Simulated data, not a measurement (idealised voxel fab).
The document below concerns the process module designated voxel gate over fins.
Pictured: cross-section cut, 170 nm wide, on a grid of 5 nm square cells.
Think of the cross-section as a grid of square cells. We describe it in bands, top to bottom, and each band covers one or more rows of those cells. Look at the band entry: it leads with the top's height and the bottom's height in nm. Then it lists the materials left to right, with a width in nm for each. The word "full width" on a single material says that material fills the band edge to edge. The word "blank" is empty space. Heights are measured from 0, the level below which the as-received wafer is all one material; the lowest band has no bottom and continues downward, written as in "0..down". The notation "30 to 40" denotes a width that varies across the rows of cells in the band, beginning at the first number in the top row, finishing at the second number in the bottom row, and changing by an identical amount from each row to the next. Key: "nothing altered" - step with no changed cell in the cross-section. Reported under the label "Enclosed void catalog" are the empty spaces having no open way to the top and comprising 8 cells or more; the notation for each is width x height at distance, in which the distance is measured from the left edge and all three values are in nm. On a step's line, text after the settings is the simulator commenting on that step. "overlay nm" on a masked step: distance the mask lay right of its planned place, negative for left.
**The steps planned for the process are as follows**
- 1: RECEIVE [material Si]
- 2: CONFORMAL_DEP [material SiN] [thk nm 10]
- 3: DIRECTIONAL_DEP [material aC] [thk nm 10]
- 4: PATTERN [tone cover] [mask id FINS] [material resist] [width nm 15] [pitch nm 60] [thk nm 30] [overlay nm 0]
- 5: DIRECTIONAL_ETCH [etch materials aC] [depth nm 10]
- 6: STRIP [etch materials resist]
- 7: DIRECTIONAL_ETCH [etch materials SiN] [depth nm 10]
- 8: DIRECTIONAL_ETCH [etch materials Si] [depth nm 35]
- 9: STRIP [etch materials aC]
- 10: OXIDIZE [depth nm 5]
- 11: FILL_DEP [material SiO2] [thk nm 5]
- 12: CMP [height nm 10]
- 13: DIRECTIONAL_DEP [material aC] [thk nm 15]
- 14: PATTERN [tone open] [mask id RAIL] [material resist] [width nm 15] [thk nm 30] [overlay nm 0]
- 15: DIRECTIONAL_ETCH [etch materials aC] [depth nm 15]
- 16: STRIP [etch materials resist]
- 17: DIRECTIONAL_ETCH [etch materials SiO2] [depth nm 40]
- 18: STRIP [etch materials aC]
- 19: CONFORMAL_DEP [material TiN] [thk nm 5]
- 20: FILL_DEP [material Ru] [thk nm 10]
- 21: CMP [height nm 10]
- 22: SELECTIVE_ETCH [etch materials W Ru TiN] [depth nm 30]
- 23: FILL_DEP [material SiO2] [thk nm 5]
- 24: CMP [height nm 10]
- 25: SELECTIVE_ETCH [etch materials SiO2] [depth nm 25]
- 26: STRIP [etch materials SiN]
- 27: CONFORMAL_DEP [material HfO2] [thk nm 5]
- 28: CONFORMAL_DEP [material TiN] [thk nm 5]
- 29: CONFORMAL_DEP [material TiAl] [thk nm 5]
- 30: CONFORMAL_DEP [material TiN] [thk nm 5]
- 31: FILL_DEP [material W] [thk nm 15]
- 32: CMP [height nm 30]
- 33: CONFORMAL_DEP [material SiCN] [thk nm 5]
**Account of the first of two wafers, which was processed as intended**
**Incoming wafer in cross-section (state: after step 1)**
    0..down = Si full width
    Enclosed void catalog: none
**Cross-sectional representation of the wafer at the conclusion of step 2**
    10..0 = SiN full width
    Rest of section, below 0: as before.
**Cross-sectional representation of the wafer at the conclusion of step 3**
    20..10 = aC full width
    Rest of section, below 10: as before.
**Cross-sectional representation of the wafer at the conclusion of step 4**
    50..20 = 45 nm blank, 15 nm resist, 45 nm blank, 15 nm resist, 50 nm blank
    Rest of section, below 20: as before.
**Cross-sectional representation of the wafer at the conclusion of step 5**
    40..20 = 45 nm blank, 15 nm resist, 45 nm blank, 15 nm resist, 50 nm blank
    20..10 = 45 nm blank, 15 nm aC, 45 nm blank, 15 nm aC, 50 nm blank
    Rest of section, below 10: as before.
**Cross-sectional representation of the wafer at the conclusion of step 6**
    20..10 = 45 nm blank, 15 nm aC, 45 nm blank, 15 nm aC, 50 nm blank
    Rest of section, below 10: as before.
**Cross-sectional representation of the wafer at the conclusion of step 7**
    20..10 = 45 nm blank, 15 nm aC, 45 nm blank, 15 nm aC, 50 nm blank
    10..0 = 45 nm blank, 15 nm SiN, 45 nm blank, 15 nm SiN, 50 nm blank
    Rest of section, below 0: as before.
**Cross-sectional representation of the wafer at the conclusion of step 8**
    20..10 = 45 nm blank, 15 nm aC, 45 nm blank, 15 nm aC, 50 nm blank
    10..0 = 45 nm blank, 15 nm SiN, 45 nm blank, 15 nm SiN, 50 nm blank
    0..-35 = 45 nm blank, 15 nm Si, 45 nm blank, 15 nm Si, 50 nm blank
    Rest of section, below -35: as before.
**Cross-sectional representation of the wafer at the conclusion of step 9**
    10..0 = 45 nm blank, 15 nm SiN, 45 nm blank, 15 nm SiN, 50 nm blank
    Rest of section, below 0: as before.
**Cross-sectional representation of the wafer at the conclusion of step 10**
    10..0 = 45 nm blank, 15 nm SiN, 45 nm blank, 15 nm SiN, 50 nm blank
    0..-35 = 45 nm blank, 5 nm SiO2, 5 nm Si, 5 nm SiO2, 45 nm blank, 5 nm SiO2, 5 nm Si, 5 nm SiO2, 50 nm blank
    -35..-40 = 50 nm SiO2, 5 nm Si, 55 nm SiO2, 5 nm Si, 55 nm SiO2
    Rest of section, below -40: as before.
**Cross-sectional representation of the wafer at the conclusion of step 11**
    15..10 = SiO2 full width
    10..0 = 45 nm SiO2, 15 nm SiN, 45 nm SiO2, 15 nm SiN, 50 nm SiO2
    0..-40 = 50 nm SiO2, 5 nm Si, 55 nm SiO2, 5 nm Si, 55 nm SiO2
    Rest of section, below -40: as before.
**Cross-sectional representation of the wafer at the conclusion of step 12**
    10..0 = 45 nm SiO2, 15 nm SiN, 45 nm SiO2, 15 nm SiN, 50 nm SiO2
    Rest of section, below 0: as before.
**Cross-sectional representation of the wafer at the conclusion of step 13**
    25..10 = aC full width
    Rest of section, below 10: as before.
**Cross-sectional representation of the wafer at the conclusion of step 14**
    55..25 = 75 nm resist, 15 nm blank, 80 nm resist
    Rest of section, below 25: as before.
**Cross-sectional representation of the wafer at the conclusion of step 15**
    40..25 = 75 nm resist, 15 nm blank, 80 nm resist
    25..10 = 75 nm aC, 15 nm blank, 80 nm aC
    Rest of section, below 10: as before.
**Cross-sectional representation of the wafer at the conclusion of step 16**
    25..10 = 75 nm aC, 15 nm blank, 80 nm aC
    Rest of section, below 10: as before.
**Cross-sectional representation of the wafer at the conclusion of step 17**
    25..10 = 75 nm aC, 15 nm blank, 80 nm aC
    10..0 = 45 nm SiO2, 15 nm SiN, 15 nm SiO2, 15 nm blank, 15 nm SiO2, 15 nm SiN, 50 nm SiO2
    0..-30 = 50 nm SiO2, 5 nm Si, 20 nm SiO2, 15 nm blank, 20 nm SiO2, 5 nm Si, 55 nm SiO2
    Rest of section, below -30: as before.
**Cross-sectional representation of the wafer at the conclusion of step 18**
    10..0 = 45 nm SiO2, 15 nm SiN, 15 nm SiO2, 15 nm blank, 15 nm SiO2, 15 nm SiN, 50 nm SiO2
    Rest of section, below 0: as before.
**Cross-sectional representation of the wafer at the conclusion of step 19**
    15..10 = 80 nm TiN, 5 nm blank, 85 nm TiN
    10..0 = 45 nm SiO2, 15 nm SiN, 15 nm SiO2, 5 nm TiN, 5 nm blank, 5 nm TiN, 15 nm SiO2, 15 nm SiN, 50 nm SiO2
    0..-25 = 50 nm SiO2, 5 nm Si, 20 nm SiO2, 5 nm TiN, 5 nm blank, 5 nm TiN, 20 nm SiO2, 5 nm Si, 55 nm SiO2
    -25..-30 = 50 nm SiO2, 5 nm Si, 20 nm SiO2, 15 nm TiN, 20 nm SiO2, 5 nm Si, 55 nm SiO2
    Rest of section, below -30: as before.
**Cross-sectional representation of the wafer at the conclusion of step 20**
    25..15 = Ru full width
    15..10 = 80 nm TiN, 5 nm Ru, 85 nm TiN
    10..0 = 45 nm SiO2, 15 nm SiN, 15 nm SiO2, 5 nm TiN, 5 nm Ru, 5 nm TiN, 15 nm SiO2, 15 nm SiN, 50 nm SiO2
    0..-25 = 50 nm SiO2, 5 nm Si, 20 nm SiO2, 5 nm TiN, 5 nm Ru, 5 nm TiN, 20 nm SiO2, 5 nm Si, 55 nm SiO2
    Rest of section, below -25: as before.
**Cross-sectional representation of the wafer at the conclusion of step 21**
    10..0 = 45 nm SiO2, 15 nm SiN, 15 nm SiO2, 5 nm TiN, 5 nm Ru, 5 nm TiN, 15 nm SiO2, 15 nm SiN, 50 nm SiO2
    Rest of section, below 0: as before.
**Cross-sectional representation of the wafer at the conclusion of step 22**
    10..0 = 45 nm SiO2, 15 nm SiN, 15 nm SiO2, 15 nm blank, 15 nm SiO2, 15 nm SiN, 50 nm SiO2
    0..-20 = 50 nm SiO2, 5 nm Si, 20 nm SiO2, 15 nm blank, 20 nm SiO2, 5 nm Si, 55 nm SiO2
    Rest of section, below -20: as before.
**Cross-sectional representation of the wafer at the conclusion of step 23**
    15..10 = SiO2 full width
    10..0 = 45 nm SiO2, 15 nm SiN, 45 nm SiO2, 15 nm SiN, 50 nm SiO2
    0..-20 = 50 nm SiO2, 5 nm Si, 55 nm SiO2, 5 nm Si, 55 nm SiO2
    Rest of section, below -20: as before.
**Cross-sectional representation of the wafer at the conclusion of step 24**
    10..0 = 45 nm SiO2, 15 nm SiN, 45 nm SiO2, 15 nm SiN, 50 nm SiO2
    Rest of section, below 0: as before.
**Cross-sectional representation of the wafer at the conclusion of step 25**
    10..0 = 45 nm blank, 15 nm SiN, 45 nm blank, 15 nm SiN, 50 nm blank
    0..-15 = 50 nm blank, 5 nm Si, 55 nm blank, 5 nm Si, 55 nm blank
    Rest of section, below -15: as before.
**Cross-sectional representation of the wafer at the conclusion of step 26**
    0..-15 = 50 nm blank, 5 nm Si, 55 nm blank, 5 nm Si, 55 nm blank
    Rest of section, below -15: as before.
**Cross-sectional representation of the wafer at the conclusion of step 27**
    5..0 = 45 nm blank, 15 nm HfO2, 45 nm blank, 15 nm HfO2, 50 nm blank
    0..-10 = 45 nm blank, 5 nm HfO2, 5 nm Si, 5 nm HfO2, 45 nm blank, 5 nm HfO2, 5 nm Si, 5 nm HfO2, 50 nm blank
    -10..-15 = 50 nm HfO2, 5 nm Si, 55 nm HfO2, 5 nm Si, 55 nm HfO2
    Rest of section, below -15: as before.
**Cross-sectional representation of the wafer at the conclusion of step 28**
    10..5 = 40 nm blank, 25 nm TiN, 35 nm blank, 25 nm TiN, 45 nm blank
    5..0 = 40 nm blank, 5 nm TiN, 15 nm HfO2, 5 nm TiN, 35 nm blank, 5 nm TiN, 15 nm HfO2, 5 nm TiN, 45 nm blank
    0..-5 = 40 nm blank, 5 nm TiN, 5 nm HfO2, 5 nm Si, 5 nm HfO2, 5 nm TiN, 35 nm blank, 5 nm TiN, 5 nm HfO2, 5 nm Si, 5 nm HfO2, 5 nm TiN, 45 nm blank
    -5..-10 = 45 nm TiN, 5 nm HfO2, 5 nm Si, 5 nm HfO2, 45 nm TiN, 5 nm HfO2, 5 nm Si, 5 nm HfO2, 50 nm TiN
    Rest of section, below -10: as before.
**Cross-sectional representation of the wafer at the conclusion of step 29**
    15..10 = 35 nm blank, 35 nm TiAl, 25 nm blank, 35 nm TiAl, 40 nm blank
    10..5 = 35 nm blank, 5 nm TiAl, 25 nm TiN, 5 nm TiAl, 25 nm blank, 5 nm TiAl, 25 nm TiN, 5 nm TiAl, 40 nm blank
    5..0 = 35 nm blank, 5 nm TiAl, 5 nm TiN, 15 nm HfO2, 5 nm TiN, 5 nm TiAl, 25 nm blank, 5 nm TiAl, 5 nm TiN, 15 nm HfO2, 5 nm TiN, 5 nm TiAl, 40 nm blank
    0..-5 = 40 nm TiAl, 5 nm TiN, 5 nm HfO2, 5 nm Si, 5 nm HfO2, 5 nm TiN, 35 nm TiAl, 5 nm TiN, 5 nm HfO2, 5 nm Si, 5 nm HfO2, 5 nm TiN, 45 nm TiAl
    Rest of section, below -5: as before.
**Cross-sectional representation of the wafer at the conclusion of step 30**
    20..15 = 30 nm blank, 45 nm TiN, 15 nm blank, 45 nm TiN, 35 nm blank
    15..10 = 30 nm blank, 5 nm TiN, 35 nm TiAl, 5 nm TiN, 15 nm blank, 5 nm TiN, 35 nm TiAl, 5 nm TiN, 35 nm blank
    10..5 = 30 nm blank, 5 nm TiN, 5 nm TiAl, 25 nm TiN, 5 nm TiAl, 5 nm TiN, 15 nm blank, 5 nm TiN, 5 nm TiAl, 25 nm TiN, 5 nm TiAl, 5 nm TiN, 35 nm blank
    5..0 = 35 nm TiN, 5 nm TiAl, 5 nm TiN, 15 nm HfO2, 5 nm TiN, 5 nm TiAl, 25 nm TiN, 5 nm TiAl, 5 nm TiN, 15 nm HfO2, 5 nm TiN, 5 nm TiAl, 40 nm TiN
    Rest of section, below 0: as before.
**Cross-sectional representation of the wafer at the conclusion of step 31**
    35..20 = W full width
    20..15 = 30 nm W, 45 nm TiN, 15 nm W, 45 nm TiN, 35 nm W
    15..10 = 30 nm W, 5 nm TiN, 35 nm TiAl, 5 nm TiN, 15 nm W, 5 nm TiN, 35 nm TiAl, 5 nm TiN, 35 nm W
    10..5 = 30 nm W, 5 nm TiN, 5 nm TiAl, 25 nm TiN, 5 nm TiAl, 5 nm TiN, 15 nm W, 5 nm TiN, 5 nm TiAl, 25 nm TiN, 5 nm TiAl, 5 nm TiN, 35 nm W
    Rest of section, below 5: as before.
**Cross-sectional representation of the wafer at the conclusion of step 32**
    30..20 = W full width
    Rest of section, below 20: as before.
**Cross-sectional representation of the wafer at the conclusion of step 33**
    35..30 = SiCN full width
    Rest of section, below 30: as before.
**The remaining wafer, second of the two, started like the first and was run to the same plan, except that one mistake was made along the way; the two coincide through step 13, inclusive**
**Here is the second wafer in cross-section at the point where step 14 of the plan should have been done**
    55..25 = 80 nm resist, 15 nm blank, 75 nm resist
    Rest of section, below 25: as before.
**Here is the second wafer in cross-section at the point where step 15 of the plan should have been done**
    40..25 = 80 nm resist, 15 nm blank, 75 nm resist
    25..10 = 80 nm aC, 15 nm blank, 75 nm aC
    Rest of section, below 10: as before.
**Here is the second wafer in cross-section at the point where step 16 of the plan should have been done**
    25..10 = 80 nm aC, 15 nm blank, 75 nm aC
    Rest of section, below 10: as before.
**Here is the second wafer in cross-section at the point where step 17 of the plan should have been done**
    25..10 = 80 nm aC, 15 nm blank, 75 nm aC
    10..0 = 45 nm SiO2, 15 nm SiN, 20 nm SiO2, 15 nm blank, 10 nm SiO2, 15 nm SiN, 50 nm SiO2
    0..-30 = 50 nm SiO2, 5 nm Si, 25 nm SiO2, 15 nm blank, 15 nm SiO2, 5 nm Si, 55 nm SiO2
    Rest of section, below -30: as before.
**Here is the second wafer in cross-section at the point where step 18 of the plan should have been done**
    10..0 = 45 nm SiO2, 15 nm SiN, 20 nm SiO2, 15 nm blank, 10 nm SiO2, 15 nm SiN, 50 nm SiO2
    Rest of section, below 0: as before.
**Here is the second wafer in cross-section at the point where step 19 of the plan should have been done**
    15..10 = 85 nm TiN, 5 nm blank, 80 nm TiN
    10..0 = 45 nm SiO2, 15 nm SiN, 20 nm SiO2, 5 nm TiN, 5 nm blank, 5 nm TiN, 10 nm SiO2, 15 nm SiN, 50 nm SiO2
    0..-25 = 50 nm SiO2, 5 nm Si, 25 nm SiO2, 5 nm TiN, 5 nm blank, 5 nm TiN, 15 nm SiO2, 5 nm Si, 55 nm SiO2
    -25..-30 = 50 nm SiO2, 5 nm Si, 25 nm SiO2, 15 nm TiN, 15 nm SiO2, 5 nm Si, 55 nm SiO2
    Rest of section, below -30: as before.
**Here is the second wafer in cross-section at the point where step 20 of the plan should have been done**
    25..15 = Ru full width
    15..10 = 85 nm TiN, 5 nm Ru, 80 nm TiN
    10..0 = 45 nm SiO2, 15 nm SiN, 20 nm SiO2, 5 nm TiN, 5 nm Ru, 5 nm TiN, 10 nm SiO2, 15 nm SiN, 50 nm SiO2
    0..-25 = 50 nm SiO2, 5 nm Si, 25 nm SiO2, 5 nm TiN, 5 nm Ru, 5 nm TiN, 15 nm SiO2, 5 nm Si, 55 nm SiO2
    Rest of section, below -25: as before.
**Here is the second wafer in cross-section at the point where step 21 of the plan should have been done**
    10..0 = 45 nm SiO2, 15 nm SiN, 20 nm SiO2, 5 nm TiN, 5 nm Ru, 5 nm TiN, 10 nm SiO2, 15 nm SiN, 50 nm SiO2
    Rest of section, below 0: as before.
**Here is the second wafer in cross-section at the point where step 22 of the plan should have been done**
    10..0 = 45 nm SiO2, 15 nm SiN, 20 nm SiO2, 15 nm blank, 10 nm SiO2, 15 nm SiN, 50 nm SiO2
    0..-20 = 50 nm SiO2, 5 nm Si, 25 nm SiO2, 15 nm blank, 15 nm SiO2, 5 nm Si, 55 nm SiO2
    Rest of section, below -20: as before.
**Here is the second wafer in cross-section at the point where step 23 of the plan should have been done**
    15..10 = SiO2 full width
    10..0 = 45 nm SiO2, 15 nm SiN, 45 nm SiO2, 15 nm SiN, 50 nm SiO2
    0..-20 = 50 nm SiO2, 5 nm Si, 55 nm SiO2, 5 nm Si, 55 nm SiO2
    Rest of section, below -20: as before.
**Here is the second wafer in cross-section at the point where step 24 of the plan should have been done**
    10..0 = 45 nm SiO2, 15 nm SiN, 45 nm SiO2, 15 nm SiN, 50 nm SiO2
    Rest of section, below 0: as before.
**Here is the second wafer in cross-section at the point where step 25 of the plan should have been done**
    10..0 = 45 nm blank, 15 nm SiN, 45 nm blank, 15 nm SiN, 50 nm blank
    0..-15 = 50 nm blank, 5 nm Si, 55 nm blank, 5 nm Si, 55 nm blank
    Rest of section, below -15: as before.
**Here is the second wafer in cross-section at the point where step 26 of the plan should have been done**
    0..-15 = 50 nm blank, 5 nm Si, 55 nm blank, 5 nm Si, 55 nm blank
    Rest of section, below -15: as before.
**Here is the second wafer in cross-section at the point where step 27 of the plan should have been done**
    5..0 = 45 nm blank, 15 nm HfO2, 45 nm blank, 15 nm HfO2, 50 nm blank
    0..-10 = 45 nm blank, 5 nm HfO2, 5 nm Si, 5 nm HfO2, 45 nm blank, 5 nm HfO2, 5 nm Si, 5 nm HfO2, 50 nm blank
    -10..-15 = 50 nm HfO2, 5 nm Si, 55 nm HfO2, 5 nm Si, 55 nm HfO2
    Rest of section, below -15: as before.
**Here is the second wafer in cross-section at the point where step 28 of the plan should have been done**
    10..5 = 40 nm blank, 25 nm TiN, 35 nm blank, 25 nm TiN, 45 nm blank
    5..0 = 40 nm blank, 5 nm TiN, 15 nm HfO2, 5 nm TiN, 35 nm blank, 5 nm TiN, 15 nm HfO2, 5 nm TiN, 45 nm blank
    0..-5 = 40 nm blank, 5 nm TiN, 5 nm HfO2, 5 nm Si, 5 nm HfO2, 5 nm TiN, 35 nm blank, 5 nm TiN, 5 nm HfO2, 5 nm Si, 5 nm HfO2, 5 nm TiN, 45 nm blank
    -5..-10 = 45 nm TiN, 5 nm HfO2, 5 nm Si, 5 nm HfO2, 45 nm TiN, 5 nm HfO2, 5 nm Si, 5 nm HfO2, 50 nm TiN
    Rest of section, below -10: as before.
**Here is the second wafer in cross-section at the point where step 29 of the plan should have been done**
    15..10 = 35 nm blank, 35 nm TiAl, 25 nm blank, 35 nm TiAl, 40 nm blank
    10..5 = 35 nm blank, 5 nm TiAl, 25 nm TiN, 5 nm TiAl, 25 nm blank, 5 nm TiAl, 25 nm TiN, 5 nm TiAl, 40 nm blank
    5..0 = 35 nm blank, 5 nm TiAl, 5 nm TiN, 15 nm HfO2, 5 nm TiN, 5 nm TiAl, 25 nm blank, 5 nm TiAl, 5 nm TiN, 15 nm HfO2, 5 nm TiN, 5 nm TiAl, 40 nm blank
    0..-5 = 40 nm TiAl, 5 nm TiN, 5 nm HfO2, 5 nm Si, 5 nm HfO2, 5 nm TiN, 35 nm TiAl, 5 nm TiN, 5 nm HfO2, 5 nm Si, 5 nm HfO2, 5 nm TiN, 45 nm TiAl
    Rest of section, below -5: as before.
**Here is the second wafer in cross-section at the point where step 30 of the plan should have been done**
    20..15 = 30 nm blank, 45 nm TiN, 15 nm blank, 45 nm TiN, 35 nm blank
    15..10 = 30 nm blank, 5 nm TiN, 35 nm TiAl, 5 nm TiN, 15 nm blank, 5 nm TiN, 35 nm TiAl, 5 nm TiN, 35 nm blank
    10..5 = 30 nm blank, 5 nm TiN, 5 nm TiAl, 25 nm TiN, 5 nm TiAl, 5 nm TiN, 15 nm blank, 5 nm TiN, 5 nm TiAl, 25 nm TiN, 5 nm TiAl, 5 nm TiN, 35 nm blank
    5..0 = 35 nm TiN, 5 nm TiAl, 5 nm TiN, 15 nm HfO2, 5 nm TiN, 5 nm TiAl, 25 nm TiN, 5 nm TiAl, 5 nm TiN, 15 nm HfO2, 5 nm TiN, 5 nm TiAl, 40 nm TiN
    Rest of section, below 0: as before.
**Here is the second wafer in cross-section at the point where step 31 of the plan should have been done**
    35..20 = W full width
    20..15 = 30 nm W, 45 nm TiN, 15 nm W, 45 nm TiN, 35 nm W
    15..10 = 30 nm W, 5 nm TiN, 35 nm TiAl, 5 nm TiN, 15 nm W, 5 nm TiN, 35 nm TiAl, 5 nm TiN, 35 nm W
    10..5 = 30 nm W, 5 nm TiN, 5 nm TiAl, 25 nm TiN, 5 nm TiAl, 5 nm TiN, 15 nm W, 5 nm TiN, 5 nm TiAl, 25 nm TiN, 5 nm TiAl, 5 nm TiN, 35 nm W
    Rest of section, below 5: as before.
**Here is the second wafer in cross-section at the point where step 32 of the plan should have been done**
    30..20 = W full width
    Rest of section, below 20: as before.
**Here is the second wafer in cross-section at the point where step 33 of the plan should have been done**
    35..30 = SiCN full width
    Rest of section, below 30: as before.
The plan and the run diverged here: step 14 went in with a setting other than planned; the actual run was PATTERN [tone open] [mask id RAIL] [material resist] [width nm 15] [thk nm 30] [overlay nm 5]
End check, second vs first wafer: material counts in cells match, positions do not.
